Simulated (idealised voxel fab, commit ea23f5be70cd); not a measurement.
The following is a process module called voxel self aligned contacts.
The cross-section on display is named cut; it measures 275 nm wide, and its cells are 5 nm squares.
In what follows, cross-sections appear as grids of square cells, described through bands that run from the top down, where every band is one or more rows of cells.
Each band's line starts with the height of the band's top and of its bottom, in nm. Then come its materials from left to right, each with its width in nm. One material with "full width" fills the band from edge to edge. "empty" is empty space.
Counting heights begins at 0, where everything beneath is, in the wafer as received, one material. The lowest band has no bottom; it goes on downwards, as "0 -> down" shows.
Read "30 to 40" as a graded width: first number on top, second number at the bottom, same change between each pair of neighbouring rows.
What does "nothing was modified" mean for a step? It means no cell of the cross-section changed in that step.
Closed empty spaces (no open way to the top) of 8 cells or more are what "Closed void list" lists, each as width x height at distance from the left edge, nm for all three.
What comes after the settings on a step's line is commentary from the simulator itself on that step.
The optional step-line setting "overlay nm" applies to steps with a mask and quantifies how far to the right of its planned location the mask lay, a negative value indicating leftward placement.

## Process steps foreseen in the plan
1: RECEIVE: material Si
2: OXIDIZE: depth nm 5
3: DIRECTIONAL_DEP: material polySi, thk nm 30
4: DIRECTIONAL_DEP: material SiN, thk nm 20
5: PATTERN: tone cover, mask id GATE, material resist, width nm 35, pitch nm 70, thk nm 20, overlay nm 0
6: DIRECTIONAL_ETCH: etch materials SiN, depth nm 20
7: DIRECTIONAL_ETCH: etch materials polySi, depth nm 30
8: STRIP: etch materials resist
9: CONFORMAL_DEP: material SiN, thk nm 5
10: DIRECTIONAL_ETCH: etch materials SiN, depth nm 5
11: FILL_DEP: material SiO2, thk nm 15
12: CMP: height nm 60
13: PATTERN: tone open, mask id CONTACT, material resist, width nm 55, pitch nm 70, thk nm 20, overlay nm 0
14: DIRECTIONAL_ETCH: etch materials SiO2, depth nm 65
15: STRIP: etch materials resist
16: CONFORMAL_DEP: material TiN, thk nm 5
17: FILL_DEP: material W, thk nm 5
18: CMP: height nm 60
19: CONFORMAL_DEP: material SiN, thk nm 5

## Cross-section of the wafer at receipt, which is the condition after step 1
    0 -> down: Si full width
    Closed void list: none

## Post-module cross-section: identical start and plan to those above, one misstep in execution
    65 -> 60: SiO2 full width
    60 -> 50: 75 nm SiO2 | 5 to 20 nm TiN | 45 to 15 nm W | 5 to 20 nm TiN | 15 nm SiO2 | 5 to 20 nm TiN | 45 to 15 nm W | 5 to 20 nm TiN | 75 nm SiO2
    50 -> 30: 45 nm SiO2 | 45 nm SiN | 5 nm TiN | 15 nm W | 5 nm TiN | 45 nm SiN | 5 nm TiN | 15 nm W | 5 nm TiN | 45 nm SiN | 45 nm SiO2
    30 -> 0: 45 nm SiO2 | 5 nm SiN | 35 nm polySi | 5 nm SiN | 5 nm TiN | 15 nm W | 5 nm TiN | 5 nm SiN | 35 nm polySi | 5 nm SiN | 5 nm TiN | 15 nm W | 5 nm TiN | 5 nm SiN | 35 nm polySi | 5 nm SiN | 45 nm SiO2
    0 -> -5: 90 nm SiO2 | 25 nm TiN | 45 nm SiO2 | 25 nm TiN | 90 nm SiO2
    -5 -> down: Si full width
    Closed void list: none
Deviation from plan: heads up, step 19 didn't go per plan, it actually ran as CONFORMAL_DEP: material SiO2, thk nm 5
